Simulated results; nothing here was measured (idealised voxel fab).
Documented hereafter: the process module known as voxel double patterning.
We display cut, a cross-section 245 nm in width whose square cells are each 5 nm.
Cross-section format: a grid of square cells, given as bands from top to bottom; each band is one or more rows of cells. This entry defines a band. It first specifies the height of the band's top and the height of its bottom in nm, and then specifies the band's materials from left to right, stating each material with its width in nm. The word "edge to edge" identifies a single material that fills the band from edge to edge, while the word "empty" identifies empty space. Measure heights from 0. That's the level where, below it, the as-received wafer is all one material. The lowest band is bottomless and extends downward; write it as in "0 down". A two-number width, for instance "30 to 40", indicates that the width is equal to the first number in the top row of the band and to the second number in the bottom row, and that it changes by a constant amount per row of cells. Given "nothing was modified" for a step, no cell of the cross-section differs between before and after that step. What "Closed cavities" gives you is every empty space of 8 cells or more that is cut off from the top. Each appears as width x height at distance, with the distance taken from the left edge and width, height and distance all in nm. Note: text after step settings on the step line = simulator remark on that step. "overlay nm" on a masked step: distance the mask lay right of its planned place, negative for left. Every pair from here on: before one process step, after it. The after cross-section reaches only to the lowest band that changed. Below the pair: the step in between and its settings. Pairs can belong to different runs of this module on the same starting wafer; a pair carries on from the pair above only if the entry headed "Before processing" says so.
## Before processing
- 0 down: Si edge to edge
- Closed cavities: none
## Resulting Cross-Section
- 5 to 0: SiO2 edge to edge
- Beneath the level 0, the cross-section is identical to its previous state.
- Closed cavities: none
What sits between those two cross-sections? CONFORMAL_DEP [material SiO2] [thk nm 5]
Before processing: the state before this step is the cross-section shown after the step in the pair just above.
## Resulting Cross-Section
- 20 to 5: polySi edge to edge
- Beneath the level 5, the cross-section is identical to its previous state.
- Closed cavities: none
What sits between those two cross-sections? DIRECTIONAL_DEP [material polySi] [thk nm 15]
Before processing: the state before this step is the cross-section shown after the step in the pair just above.
## Resulting Cross-Section
- 25 to 20: SiN edge to edge
- Beneath the level 20, the cross-section is identical to its previous state.
- Closed cavities: none
What sits between those two cross-sections? DIRECTIONAL_DEP [material SiN] [thk nm 5]
Before processing: the state before this step is the cross-section shown after the step in the pair just above.
## Resulting Cross-Section
- 35 to 25: aC edge to edge
- Beneath the level 25, the cross-section is identical to its previous state.
- Closed cavities: none
What sits between those two cross-sections? DIRECTIONAL_DEP [material aC] [thk nm 10]
Before processing: the state before this step is the cross-section shown after the step in the pair just above.
## Resulting Cross-Section
- 65 to 35: 90 of resist, then 15 of empty, then 35 of resist, then 15 of empty, then 90 of resist
- Beneath the level 35, the cross-section is identical to its previous state.
- Closed cavities: none
What sits between those two cross-sections? PATTERN [tone open] [mask id FIRST] [material resist] [width nm 15] [pitch nm 50] [thk nm 30] [overlay nm 0]
Before processing: the state before this step is the cross-section shown after the step in the pair just above.
## Resulting Cross-Section
- 55 to 35: 90 of resist, then 15 of empty, then 35 of resist, then 15 of empty, then 90 of resist
- 35 to 25: 90 of aC, then 15 of empty, then 35 of aC, then 15 of empty, then 90 of aC
- Beneath the level 25, the cross-section is identical to its previous state.
- Closed cavities: none
What sits between those two cross-sections? DIRECTIONAL_ETCH [etch materials aC] [depth nm 10]
Before processing: the state before this step is the cross-section shown after the step in the pair just above.
## Resulting Cross-Section
- 35 to 25: 90 of aC, then 15 of empty, then 35 of aC, then 15 of empty, then 90 of aC
- Beneath the level 25, the cross-section is identical to its previous state.
- Closed cavities: none
What sits between those two cross-sections? STRIP [etch materials resist]
Before processing: the state before this step is the cross-section shown after the step in the pair just above.
## Resulting Cross-Section
- 35 to 25: 90 of aC, then 15 of empty, then 35 of aC, then 15 of empty, then 90 of aC
- 25 to 20: 90 of SiN, then 15 of empty, then 35 of SiN, then 15 of empty, then 90 of SiN
- Beneath the level 20, the cross-section is identical to its previous state.
- Closed cavities: none
What sits between those two cross-sections? DIRECTIONAL_ETCH [etch materials SiN] [depth nm 5]
Before processing: the state before this step is the cross-section shown after the step in the pair just above.
## Resulting Cross-Section
- 25 to 20: 90 of SiN, then 15 of empty, then 35 of SiN, then 15 of empty, then 90 of SiN
- Beneath the level 20, the cross-section is identical to its previous state.
- Closed cavities: none
What sits between those two cross-sections? STRIP [etch materials aC]
Before processing: the state before this step is the cross-section shown after the step in the pair just above.
## Resulting Cross-Section
- 45 to 25: 115 of resist, then 15 of empty, then 115 of resist
- 25 to 20: 90 of SiN, then 15 of resist, then 35 of SiN, then 15 of resist, then 90 of SiN
- Beneath the level 20, the cross-section is identical to its previous state.
- Closed cavities: none
What sits between those two cross-sections? PATTERN [tone open] [mask id SECOND] [material resist] [width nm 15] [thk nm 20] [overlay nm 0]
Before processing: the state before this step is the cross-section shown after the step in the pair just above.
## Resulting Cross-Section
- 45 to 25: 115 of resist, then 15 of empty, then 115 of resist
- 25 to 20: 90 of SiN, then 15 of resist, then 10 of SiN, then 15 of empty, then 10 of SiN, then 15 of resist, then 90 of SiN
- Beneath the level 20, the cross-section is identical to its previous state.
- Closed cavities: none
What sits between those two cross-sections? DIRECTIONAL_ETCH [etch materials SiN] [depth nm 5]
Before processing: the state before this step is the cross-section shown after the step in the pair just above.
## Resulting Cross-Section
- 25 to 20: 90 of SiN, then 15 of empty, then 10 of SiN, then 15 of empty, then 10 of SiN, then 15 of empty, then 90 of SiN
- Beneath the level 20, the cross-section is identical to its previous state.
- Closed cavities: none
What sits between those two cross-sections? STRIP [etch materials resist]
Before processing: the state before this step is the cross-section shown after the step in the pair just above.
## Resulting Cross-Section
- 25 to 20: 90 of SiN, then 15 of empty, then 10 of SiN, then 15 of empty, then 10 of SiN, then 15 of empty, then 90 of SiN
- 20 to 5: 90 of polySi, then 15 of empty, then 10 of polySi, then 15 of empty, then 10 of polySi, then 15 of empty, then 90 of polySi
- Beneath the level 5, the cross-section is identical to its previous state.
- Closed cavities: none
What sits between those two cross-sections? DIRECTIONAL_ETCH [etch materials polySi] [depth nm 15]
Before processing: the state before this step is the cross-section shown after the step in the pair just above.
## Resulting Cross-Section
- 20 to 5: 90 of polySi, then 15 of empty, then 10 of polySi, then 15 of empty, then 10 of polySi, then 15 of empty, then 90 of polySi
- Beneath the level 5, the cross-section is identical to its previous state.
- Closed cavities: none
What sits between those two cross-sections? STRIP [etch materials SiN]
## Before processing
- 0 down: Si edge to edge
- Closed cavities: none
## Resulting Cross-Section
- 15 to 0: polySi edge to edge
- Beneath the level 0, the cross-section is identical to its previous state.
- Closed cavities: none
What sits between those two cross-sections? DIRECTIONAL_DEP [material polySi] [thk nm 15]
Before processing: the state before this step is the cross-section shown after the step in the pair just above.
## Resulting Cross-Section
- 20 to 15: SiN edge to edge
- Beneath the level 15, the cross-section is identical to its previous state.
- Closed cavities: none
What sits between those two cross-sections? DIRECTIONAL_DEP [material SiN] [thk nm 5]
Before processing: the state before this step is the cross-section shown after the step in the pair just above.
## Resulting Cross-Section
- 30 to 20: aC edge to edge
- Beneath the level 20, the cross-section is identical to its previous state.
- Closed cavities: none
What sits between those two cross-sections? DIRECTIONAL_DEP [material aC] [thk nm 10]
Before processing: the state before this step is the cross-section shown after the step in the pair just above.
## Resulting Cross-Section
- 60 to 30: 90 of resist, then 15 of empty, then 35 of resist, then 15 of empty, then 90 of resist
- Beneath the level 30, the cross-section is identical to its previous state.
- Closed cavities: none
What sits between those two cross-sections? PATTERN [tone open] [mask id FIRST] [material resist] [width nm 15] [pitch nm 50] [thk nm 30] [overlay nm 0]
Before processing: the state before this step is the cross-section shown after the step in the pair just above.
## Resulting Cross-Section
- 50 to 30: 90 of resist, then 15 of empty, then 35 of resist, then 15 of empty, then 90 of resist
- 30 to 20: 90 of aC, then 15 of empty, then 35 of aC, then 15 of empty, then 90 of aC
- Beneath the level 20, the cross-section is identical to its previous state.
- Closed cavities: none
What sits between those two cross-sections? DIRECTIONAL_ETCH [etch materials aC] [depth nm 10]
Before processing: the state before this step is the cross-section shown after the step in the pair just above.
## Resulting Cross-Section
- 30 to 20: 90 of aC, then 15 of empty, then 35 of aC, then 15 of empty, then 90 of aC
- Beneath the level 20, the cross-section is identical to its previous state.
- Closed cavities: none
What sits between those two cross-sections? STRIP [etch materials resist]
Before processing: the state before this step is the cross-section shown after the step in the pair just above.
## Resulting Cross-Section
- 30 to 20: 90 of aC, then 15 of empty, then 35 of aC, then 15 of empty, then 90 of aC
- 20 to 15: 90 of SiN, then 15 of empty, then 35 of SiN, then 15 of empty, then 90 of SiN
- Beneath the level 15, the cross-section is identical to its previous state.
- Closed cavities: none
What sits between those two cross-sections? DIRECTIONAL_ETCH [etch materials SiN] [depth nm 5]
Before processing: the state before this step is the cross-section shown after the step in the pair just above.
## Resulting Cross-Section
- 20 to 15: 90 of SiN, then 15 of empty, then 35 of SiN, then 15 of empty, then 90 of SiN
- Beneath the level 15, the cross-section is identical to its previous state.
- Closed cavities: none
What sits between those two cross-sections? STRIP [etch materials aC]
Before processing: the state before this step is the cross-section shown after the step in the pair just above.
## Resulting Cross-Section
- 40 to 20: 115 of resist, then 15 of empty, then 115 of resist
- 20 to 15: 90 of SiN, then 15 of resist, then 35 of SiN, then 15 of resist, then 90 of SiN
- Beneath the level 15, the cross-section is identical to its previous state.
- Closed cavities: none
What sits between those two cross-sections? PATTERN [tone open] [mask id SECOND] [material resist] [width nm 15] [thk nm 20] [overlay nm 0]
Before processing: the state before this step is the cross-section shown after the step in the pair just above.
## Resulting Cross-Section
- 40 to 20: 115 of resist, then 15 of empty, then 115 of resist
- 20 to 15: 90 of SiN, then 15 of resist, then 10 of SiN, then 15 of empty, then 10 of SiN, then 15 of resist, then 90 of SiN
- Beneath the level 15, the cross-section is identical to its previous state.
- Closed cavities: none
What sits between those two cross-sections? DIRECTIONAL_ETCH [etch materials SiN] [depth nm 5]
Before processing: the state before this step is the cross-section shown after the step in the pair just above.
## Resulting Cross-Section
- 20 to 15: 90 of SiN, then 15 of empty, then 10 of SiN, then 15 of empty, then 10 of SiN, then 15 of empty, then 90 of SiN
- Beneath the level 15, the cross-section is identical to its previous state.
- Closed cavities: none
What sits between those two cross-sections? STRIP [etch materials resist]
Before processing: the state before this step is the cross-section shown after the step in the pair just above.
## Resulting Cross-Section
- 20 to 15: 90 of SiN, then 15 of empty, then 10 of SiN, then 15 of empty, then 10 of SiN, then 15 of empty, then 90 of SiN
- 15 to 0: 90 of polySi, then 15 of empty, then 10 of polySi, then 15 of empty, then 10 of polySi, then 15 of empty, then 90 of polySi
- Beneath the level 0, the cross-section is identical to its previous state.
- Closed cavities: none
What sits between those two cross-sections? DIRECTIONAL_ETCH [etch materials polySi] [depth nm 15]
Before processing: the state before this step is the cross-section shown after the step in the pair just above.
## Resulting Cross-Section
- 15 to 0: 90 of polySi, then 15 of empty, then 10 of polySi, then 15 of empty, then 10 of polySi, then 15 of empty, then 90 of polySi
- Beneath the level 0, the cross-section is identical to its previous state.
- Closed cavities: none
What sits between those two cross-sections? STRIP [etch materials SiN]
## Before processing
- 20 to 5: polySi edge to edge
- 5 to 0: SiO2 edge to edge
- 0 down: Si edge to edge
- Closed cavities: none
## Resulting Cross-Section
- 35 to 5: polySi edge to edge
- Beneath the level 5, the cross-section is identical to its previous state.
- Closed cavities: none
What sits between those two cross-sections? DIRECTIONAL_DEP [material polySi] [thk nm 15]
Before processing: the state before this step is the cross-section shown after the step in the pair just above.
## Resulting Cross-Section
- 40 to 35: SiN edge to edge
- Beneath the level 35, the cross-section is identical to its previous state.
- Closed cavities: none
What sits between those two cross-sections? DIRECTIONAL_DEP [material SiN] [thk nm 5]
Before processing: the state before this step is the cross-section shown after the step in the pair just above.
## Resulting Cross-Section
- 50 to 40: aC edge to edge
- Beneath the level 40, the cross-section is identical to its previous state.
- Closed cavities: none
What sits between those two cross-sections? DIRECTIONAL_DEP [material aC] [thk nm 10]
Before processing: the state before this step is the cross-section shown after the step in the pair just above.
## Resulting Cross-Section
- 80 to 50: 90 of resist, then 15 of empty, then 35 of resist, then 15 of empty, then 90 of resist
- Beneath the level 50, the cross-section is identical to its previous state.
- Closed cavities: none
What sits between those two cross-sections? PATTERN [tone open] [mask id FIRST] [material resist] [width nm 15] [pitch nm 50] [thk nm 30] [overlay nm 0]
Before processing: the state before this step is the cross-section shown after the step in the pair just above.
## Resulting Cross-Section
- 70 to 50: 90 of resist, then 15 of empty, then 35 of resist, then 15 of empty, then 90 of resist
- 50 to 40: 90 of aC, then 15 of empty, then 35 of aC, then 15 of empty, then 90 of aC
- Beneath the level 40, the cross-section is identical to its previous state.
- Closed cavities: none
What sits between those two cross-sections? DIRECTIONAL_ETCH [etch materials aC] [depth nm 10]
Before processing: the state before this step is the cross-section shown after the step in the pair just above.
## Resulting Cross-Section
- 50 to 40: 90 of aC, then 15 of empty, then 35 of aC, then 15 of empty, then 90 of aC
- Beneath the level 40, the cross-section is identical to its previous state.
- Closed cavities: none
What sits between those two cross-sections? STRIP [etch materials resist]
Before processing: the state before this step is the cross-section shown after the step in the pair just above.
## Resulting Cross-Section
- 50 to 40: 90 of aC, then 15 of empty, then 35 of aC, then 15 of empty, then 90 of aC
- 40 to 35: 90 of SiN, then 15 of empty, then 35 of SiN, then 15 of empty, then 90 of SiN
- Beneath the level 35, the cross-section is identical to its previous state.
- Closed cavities: none
What sits between those two cross-sections? DIRECTIONAL_ETCH [etch materials SiN] [depth nm 5]
Before processing: the state before this step is the cross-section shown after the step in the pair just above.
## Resulting Cross-Section
- 40 to 35: 90 of SiN, then 15 of empty, then 35 of SiN, then 15 of empty, then 90 of SiN
- Beneath the level 35, the cross-section is identical to its previous state.
- Closed cavities: none
What sits between those two cross-sections? STRIP [etch materials aC]
Before processing: the state before this step is the cross-section shown after the step in the pair just above.
## Resulting Cross-Section
- 60 to 40: 115 of resist, then 15 of empty, then 115 of resist
- 40 to 35: 90 of SiN, then 15 of resist, then 35 of SiN, then 15 of resist, then 90 of SiN
- Beneath the level 35, the cross-section is identical to its previous state.
- Closed cavities: none
What sits between those two cross-sections? PATTERN [tone open] [mask id SECOND] [material resist] [width nm 15] [thk nm 20] [overlay nm 0]
Before processing: the state before this step is the cross-section shown after the step in the pair just above.
## Resulting Cross-Section
- 60 to 40: 115 of resist, then 15 of empty, then 115 of resist
- 40 to 35: 90 of SiN, then 15 of resist, then 10 of SiN, then 15 of empty, then 10 of SiN, then 15 of resist, then 90 of SiN
- Beneath the level 35, the cross-section is identical to its previous state.
- Closed cavities: none
What sits between those two cross-sections? DIRECTIONAL_ETCH [etch materials SiN] [depth nm 5]
Before processing: the state before this step is the cross-section shown after the step in the pair just above.
## Resulting Cross-Section
- 40 to 35: 90 of SiN, then 15 of empty, then 10 of SiN, then 15 of empty, then 10 of SiN, then 15 of empty, then 90 of SiN
- Beneath the level 35, the cross-section is identical to its previous state.
- Closed cavities: none
What sits between those two cross-sections? STRIP [etch materials resist]
Before processing: the state before this step is the cross-section shown after the step in the pair just above.
## Resulting Cross-Section
- 40 to 35: 90 of SiN, then 15 of empty, then 10 of SiN, then 15 of empty, then 10 of SiN, then 15 of empty, then 90 of SiN
- 35 to 20: 90 of polySi, then 15 of empty, then 10 of polySi, then 15 of empty, then 10 of polySi, then 15 of empty, then 90 of polySi
- Beneath the level 20, the cross-section is identical to its previous state.
- Closed cavities: none
What sits between those two cross-sections? DIRECTIONAL_ETCH [etch materials polySi] [depth nm 15]
Before processing: the state before this step is the cross-section shown after the step in the pair just above.
## Resulting Cross-Section
- 35 to 20: 90 of polySi, then 15 of empty, then 10 of polySi, then 15 of empty, then 10 of polySi, then 15 of empty, then 90 of polySi
- Beneath the level 20, the cross-section is identical to its previous state.
- Closed cavities: none
What sits between those two cross-sections? STRIP [etch materials SiN]
## Before processing
- 15 to 0: polySi edge to edge
- 0 down: Si edge to edge
- Closed cavities: none
## Resulting Cross-Section
- 20 to 15: SiO2 edge to edge
- Beneath the level 15, the cross-section is identical to its previous state.
- Closed cavities: none
What sits between those two cross-sections? CONFORMAL_DEP [material SiO2] [thk nm 5]
Before processing: the state before this step is the cross-section shown after the step in the pair just above.
## Resulting Cross-Section
- 25 to 20: SiN edge to edge
- Beneath the level 20, the cross-section is identical to its previous state.
- Closed cavities: none
What sits between those two cross-sections? DIRECTIONAL_DEP [material SiN] [thk nm 5]
Before processing: the state before this step is the cross-section shown after the step in the pair just above.
## Resulting Cross-Section
- 35 to 25: aC edge to edge
- Beneath the level 25, the cross-section is identical to its previous state.
- Closed cavities: none
What sits between those two cross-sections? DIRECTIONAL_DEP [material aC] [thk nm 10]
Before processing: the state before this step is the cross-section shown after the step in the pair just above.
## Resulting Cross-Section
- 65 to 35: 90 of resist, then 15 of empty, then 35 of resist, then 15 of empty, then 90 of resist
- Beneath the level 35, the cross-section is identical to its previous state.
- Closed cavities: none
What sits between those two cross-sections? PATTERN [tone open] [mask id FIRST] [material resist] [width nm 15] [pitch nm 50] [thk nm 30] [overlay nm 0]
Before processing: the state before this step is the cross-section shown after the step in the pair just above.
## Resulting Cross-Section
- 55 to 35: 90 of resist, then 15 of empty, then 35 of resist, then 15 of empty, then 90 of resist
- 35 to 25: 90 of aC, then 15 of empty, then 35 of aC, then 15 of empty, then 90 of aC
- Beneath the level 25, the cross-section is identical to its previous state.
- Closed cavities: none
What sits between those two cross-sections? DIRECTIONAL_ETCH [etch materials aC] [depth nm 10]
Before processing: the state before this step is the cross-section shown after the step in the pair just above.
## Resulting Cross-Section
- 35 to 25: 90 of aC, then 15 of empty, then 35 of aC, then 15 of empty, then 90 of aC
- Beneath the level 25, the cross-section is identical to its previous state.
- Closed cavities: none
What sits between those two cross-sections? STRIP [etch materials resist]
Before processing: the state before this step is the cross-section shown after the step in the pair just above.
## Resulting Cross-Section
- 35 to 25: 90 of aC, then 15 of empty, then 35 of aC, then 15 of empty, then 90 of aC
- 25 to 20: 90 of SiN, then 15 of empty, then 35 of SiN, then 15 of empty, then 90 of SiN
- Beneath the level 20, the cross-section is identical to its previous state.
- Closed cavities: none
What sits between those two cross-sections? DIRECTIONAL_ETCH [etch materials SiN] [depth nm 5]
Before processing: the state before this step is the cross-section shown after the step in the pair just above.
## Resulting Cross-Section
- 25 to 20: 90 of SiN, then 15 of empty, then 35 of SiN, then 15 of empty, then 90 of SiN
- Beneath the level 20, the cross-section is identical to its previous state.
- Closed cavities: none
What sits between those two cross-sections? STRIP [etch materials aC]
Before processing: the state before this step is the cross-section shown after the step in the pair just above.
## Resulting Cross-Section
- 45 to 25: 115 of resist, then 15 of empty, then 115 of resist
- 25 to 20: 90 of SiN, then 15 of resist, then 35 of SiN, then 15 of resist, then 90 of SiN
- Beneath the level 20, the cross-section is identical to its previous state.
- Closed cavities: none
What sits between those two cross-sections? PATTERN [tone open] [mask id SECOND] [material resist] [width nm 15] [thk nm 20] [overlay nm 0]
Before processing: the state before this step is the cross-section shown after the step in the pair just above.
## Resulting Cross-Section
- 45 to 25: 115 of resist, then 15 of empty, then 115 of resist
- 25 to 20: 90 of SiN, then 15 of resist, then 10 of SiN, then 15 of empty, then 10 of SiN, then 15 of resist, then 90 of SiN
- Beneath the level 20, the cross-section is identical to its previous state.
- Closed cavities: none
What sits between those two cross-sections? DIRECTIONAL_ETCH [etch materials SiN] [depth nm 5]
Before processing: the state before this step is the cross-section shown after the step in the pair just above.
## Resulting Cross-Section
- 25 to 20: 90 of SiN, then 15 of empty, then 10 of SiN, then 15 of empty, then 10 of SiN, then 15 of empty, then 90 of SiN
- Beneath the level 20, the cross-section is identical to its previous state.
- Closed cavities: none
What sits between those two cross-sections? STRIP [etch materials resist]
Before processing: the state before this step is the cross-section shown after the step in the pair just above.
## Resulting Cross-Section
- 20 to 15: SiO2 edge to edge
- Beneath the level 15, the cross-section is identical to its previous state.
- Closed cavities: none
What sits between those two cross-sections? STRIP [etch materials SiN]
## Before processing
- 25 to 20: 90 of SiN, then 15 of empty, then 10 of SiN, then 15 of empty, then 10 of SiN, then 15 of empty, then 90 of SiN
- 20 to 5: polySi edge to edge
- 5 to 0: SiO2 edge to edge
- 0 down: Si edge to edge
- Closed cavities: none
## Resulting Cross-Section
- 25 to 20: 90 of SiN, then 15 of empty, then 10 of SiN, then 15 of empty, then 10 of SiN, then 15 of empty, then 90 of SiN
- 20 to 15: 90 of polySi, then 15 of empty, then 10 of polySi, then 15 of empty, then 10 of polySi, then 15 of empty, then 90 of polySi
- Beneath the level 15, the cross-section is identical to its previous state.
- Closed cavities: none
What sits between those two cross-sections? DIRECTIONAL_ETCH [etch materials polySi] [depth nm 5]
Before processing: the state before this step is the cross-section shown after the step in the pair just above.
## Resulting Cross-Section
- 20 to 15: 90 of polySi, then 15 of empty, then 10 of polySi, then 15 of empty, then 10 of polySi, then 15 of empty, then 90 of polySi
- Beneath the level 15, the cross-section is identical to its previous state.
- Closed cavities: none
What sits between those two cross-sections? STRIP [etch materials SiN]
## Before processing
- 25 to 20: 90 of SiN, then 15 of empty, then 35 of SiN, then 15 of empty, then 90 of SiN
- 20 to 5: polySi edge to edge
- 5 to 0: SiO2 edge to edge
- 0 down: Si edge to edge
- Closed cavities: none
## Resulting Cross-Section
- 45 to 25: 115 of resist, then 20 of empty, then 110 of resist
- 25 to 20: 90 of SiN, then 15 of resist, then 35 of SiN, then 15 of resist, then 90 of SiN
- Beneath the level 20, the cross-section is identical to its previous state.
- Closed cavities: none
What sits between those two cross-sections? PATTERN [tone open] [mask id SECOND] [material resist] [width nm 20] [thk nm 20] [overlay nm 0]
Before processing: the state before this step is the cross-section shown after the step in the pair just above.
## Resulting Cross-Section
- 45 to 25: 115 of resist, then 20 of empty, then 110 of resist
- 25 to 20: 90 of SiN, then 15 of resist, then 10 of SiN, then 20 of empty, then 5 of SiN, then 15 of resist, then 90 of SiN
- Beneath the level 20, the cross-section is identical to its previous state.
- Closed cavities: none
What sits between those two cross-sections? DIRECTIONAL_ETCH [etch materials SiN] [depth nm 5]
Before processing: the state before this step is the cross-section shown after the step in the pair just above.
## Resulting Cross-Section
- 25 to 20: 90 of SiN, then 15 of empty, then 10 of SiN, then 20 of empty, then 5 of SiN, then 15 of empty, then 90 of SiN
- Beneath the level 20, the cross-section is identical to its previous state.
- Closed cavities: none
What sits between those two cross-sections? STRIP [etch materials resist]
Before processing: the state before this step is the cross-section shown after the step in the pair just above.
## Resulting Cross-Section
- 25 to 20: 90 of SiN, then 15 of empty, then 10 of SiN, then 20 of empty, then 5 of SiN, then 15 of empty, then 90 of SiN
- 20 to 5: 90 of polySi, then 15 of empty, then 10 of polySi, then 20 of empty, then 5 of polySi, then 15 of empty, then 90 of polySi
- Beneath the level 5, the cross-section is identical to its previous state.
- Closed cavities: none
What sits between those two cross-sections? DIRECTIONAL_ETCH [etch materials polySi] [depth nm 15]
Before processing: the state before this step is the cross-section shown after the step in the pair just above.
## Resulting Cross-Section
- 20 to 5: 90 of polySi, then 15 of empty, then 10 of polySi, then 20 of empty, then 5 of polySi, then 15 of empty, then 90 of polySi
- Beneath the level 5, the cross-section is identical to its previous state.
- Closed cavities: none
What sits between those two cross-sections? STRIP [etch materials SiN]
## Before processing
- 35 to 25: aC edge to edge
- 25 to 20: SiN edge to edge
- 20 to 5: polySi edge to edge
- 5 to 0: SiO2 edge to edge
- 0 down: Si edge to edge
- Closed cavities: none
## Resulting Cross-Section
- 65 to 35: 95 of resist, then 15 of empty, then 35 of resist, then 15 of empty, then 85 of resist
- Beneath the level 35, the cross-section is identical to its previous state.
- Closed cavities: none
What sits between those two cross-sections? PATTERN [tone open] [mask id FIRST] [material resist] [width nm 15] [pitch nm 50] [thk nm 30] [overlay nm 5]
Before processing: the state before this step is the cross-section shown after the step in the pair just above.
## Resulting Cross-Section
- 55 to 35: 95 of resist, then 15 of empty, then 35 of resist, then 15 of empty, then 85 of resist
- 35 to 25: 95 of aC, then 15 of empty, then 35 of aC, then 15 of empty, then 85 of aC
- Beneath the level 25, the cross-section is identical to its previous state.
- Closed cavities: none
What sits between those two cross-sections? DIRECTIONAL_ETCH [etch materials aC] [depth nm 10]
Before processing: the state before this step is the cross-section shown after the step in the pair just above.
## Resulting Cross-Section
- 35 to 25: 95 of aC, then 15 of empty, then 35 of aC, then 15 of empty, then 85 of aC
- Beneath the level 25, the cross-section is identical to its previous state.
- Closed cavities: none
What sits between those two cross-sections? STRIP [etch materials resist]
Before processing: the state before this step is the cross-section shown after the step in the pair just above.
## Resulting Cross-Section
- 35 to 25: 95 of aC, then 15 of empty, then 35 of aC, then 15 of empty, then 85 of aC
- 25 to 20: 95 of SiN, then 15 of empty, then 35 of SiN, then 15 of empty, then 85 of SiN
- Beneath the level 20, the cross-section is identical to its previous state.
- Closed cavities: none
What sits between those two cross-sections? DIRECTIONAL_ETCH [etch materials SiN] [depth nm 5]
Before processing: the state before this step is the cross-section shown after the step in the pair just above.
## Resulting Cross-Section
- 25 to 20: 95 of SiN, then 15 of empty, then 35 of SiN, then 15 of empty, then 85 of SiN
- Beneath the level 20, the cross-section is identical to its previous state.
- Closed cavities: none
What sits between those two cross-sections? STRIP [etch materials aC]
Before processing: the state before this step is the cross-section shown after the step in the pair just above.
## Resulting Cross-Section
- 45 to 25: 115 of resist, then 15 of empty, then 115 of resist
- 25 to 20: 95 of SiN, then 15 of resist, then 35 of SiN, then 15 of resist, then 85 of SiN
- Beneath the level 20, the cross-section is identical to its previous state.
- Closed cavities: none
What sits between those two cross-sections? PATTERN [tone open] [mask id SECOND] [material resist] [width nm 15] [thk nm 20] [overlay nm 0]
Before processing: the state before this step is the cross-section shown after the step in the pair just above.
## Resulting Cross-Section
- 45 to 25: 115 of resist, then 15 of empty, then 115 of resist
- 25 to 20: 95 of SiN, then 15 of resist, then 5 of SiN, then 15 of empty, then 15 of SiN, then 15 of resist, then 85 of SiN
- Beneath the level 20, the cross-section is identical to its previous state.
- Closed cavities: none
What sits between those two cross-sections? DIRECTIONAL_ETCH [etch materials SiN] [depth nm 5]
Before processing: the state before this step is the cross-section shown after the step in the pair just above.
## Resulting Cross-Section
- 25 to 20: 95 of SiN, then 15 of empty, then 5 of SiN, then 15 of empty, then 15 of SiN, then 15 of empty, then 85 of SiN
- Beneath the level 20, the cross-section is identical to its previous state.
- Closed cavities: none
What sits between those two cross-sections? STRIP [etch materials resist]
Before processing: the state before this step is the cross-section shown after the step in the pair just above.
## Resulting Cross-Section
- 25 to 20: 95 of SiN, then 15 of empty, then 5 of SiN, then 15 of empty, then 15 of SiN, then 15 of empty, then 85 of SiN
- 20 to 5: 95 of polySi, then 15 of empty, then 5 of polySi, then 15 of empty, then 15 of polySi, then 15 of empty, then 85 of polySi
- Beneath the level 5, the cross-section is identical to its previous state.
- Closed cavities: none
What sits between those two cross-sections? DIRECTIONAL_ETCH [etch materials polySi] [depth nm 15]
Before processing: the state before this step is the cross-section shown after the step in the pair just above.
## Resulting Cross-Section
- 20 to 5: 95 of polySi, then 15 of empty, then 5 of polySi, then 15 of empty, then 15 of polySi, then 15 of empty, then 85 of polySi
- Beneath the level 5, the cross-section is identical to its previous state.
- Closed cavities: none
What sits between those two cross-sections? STRIP [etch materials SiN]
## Before processing
- 0 down: Si edge to edge
- Closed cavities: none
## Resulting Cross-Section
- 5 to 0: aC edge to edge
- Beneath the level 0, the cross-section is identical to its previous state.
- Closed cavities: none
What sits between those two cross-sections? CONFORMAL_DEP [material aC] [thk nm 5]
Before processing: the state before this step is the cross-section shown after the step in the pair just above.
## Resulting Cross-Section
- 20 to 5: polySi edge to edge
- Beneath the level 5, the cross-section is identical to its previous state.
- Closed cavities: none
What sits between those two cross-sections? DIRECTIONAL_DEP [material polySi] [thk nm 15]
Before processing: the state before this step is the cross-section shown after the step in the pair just above.
## Resulting Cross-Section
- 25 to 20: SiN edge to edge
- Beneath the level 20, the cross-section is identical to its previous state.
- Closed cavities: none
What sits between those two cross-sections? DIRECTIONAL_DEP [material SiN] [thk nm 5]
Before processing: the state before this step is the cross-section shown after the step in the pair just above.
## Resulting Cross-Section
- 35 to 25: aC edge to edge
- Beneath the level 25, the cross-section is identical to its previous state.
- Closed cavities: none
What sits between those two cross-sections? DIRECTIONAL_DEP [material aC] [thk nm 10]
Before processing: the state before this step is the cross-section shown after the step in the pair just above.
## Resulting Cross-Section
- 65 to 35: 90 of resist, then 15 of empty, then 35 of resist, then 15 of empty, then 90 of resist
- Beneath the level 35, the cross-section is identical to its previous state.
- Closed cavities: none
What sits between those two cross-sections? PATTERN [tone open] [mask id FIRST] [material resist] [width nm 15] [pitch nm 50] [thk nm 30] [overlay nm 0]
Before processing: the state before this step is the cross-section shown after the step in the pair just above.
## Resulting Cross-Section
- 55 to 35: 90 of resist, then 15 of empty, then 35 of resist, then 15 of empty, then 90 of resist
- 35 to 25: 90 of aC, then 15 of empty, then 35 of aC, then 15 of empty, then 90 of aC
- Beneath the level 25, the cross-section is identical to its previous state.
- Closed cavities: none
What sits between those two cross-sections? DIRECTIONAL_ETCH [etch materials aC] [depth nm 10]
Before processing: the state before this step is the cross-section shown after the step in the pair just above.
## Resulting Cross-Section
- 35 to 25: 90 of aC, then 15 of empty, then 35 of aC, then 15 of empty, then 90 of aC
- Beneath the level 25, the cross-section is identical to its previous state.
- Closed cavities: none
What sits between those two cross-sections? STRIP [etch materials resist]
Before processing: the state before this step is the cross-section shown after the step in the pair just above.
## Resulting Cross-Section
- 35 to 25: 90 of aC, then 15 of empty, then 35 of aC, then 15 of empty, then 90 of aC
- 25 to 20: 90 of SiN, then 15 of empty, then 35 of SiN, then 15 of empty, then 90 of SiN
- Beneath the level 20, the cross-section is identical to its previous state.
- Closed cavities: none
What sits between those two cross-sections? DIRECTIONAL_ETCH [etch materials SiN] [depth nm 5]
Before processing: the state before this step is the cross-section shown after the step in the pair just above.
## Resulting Cross-Section
- 25 to 20: 90 of SiN, then 15 of empty, then 35 of SiN, then 15 of empty, then 90 of SiN
- Beneath the level 20, the cross-section is identical to its previous state.
- Closed cavities: none
What sits between those two cross-sections? STRIP [etch materials aC]
Before processing: the state before this step is the cross-section shown after the step in the pair just above.
## Resulting Cross-Section
- 45 to 25: 115 of resist, then 15 of empty, then 115 of resist
- 25 to 20: 90 of SiN, then 15 of resist, then 35 of SiN, then 15 of resist, then 90 of SiN
- Beneath the level 20, the cross-section is identical to its previous state.
- Closed cavities: none
What sits between those two cross-sections? PATTERN [tone open] [mask id SECOND] [material resist] [width nm 15] [thk nm 20] [overlay nm 0]
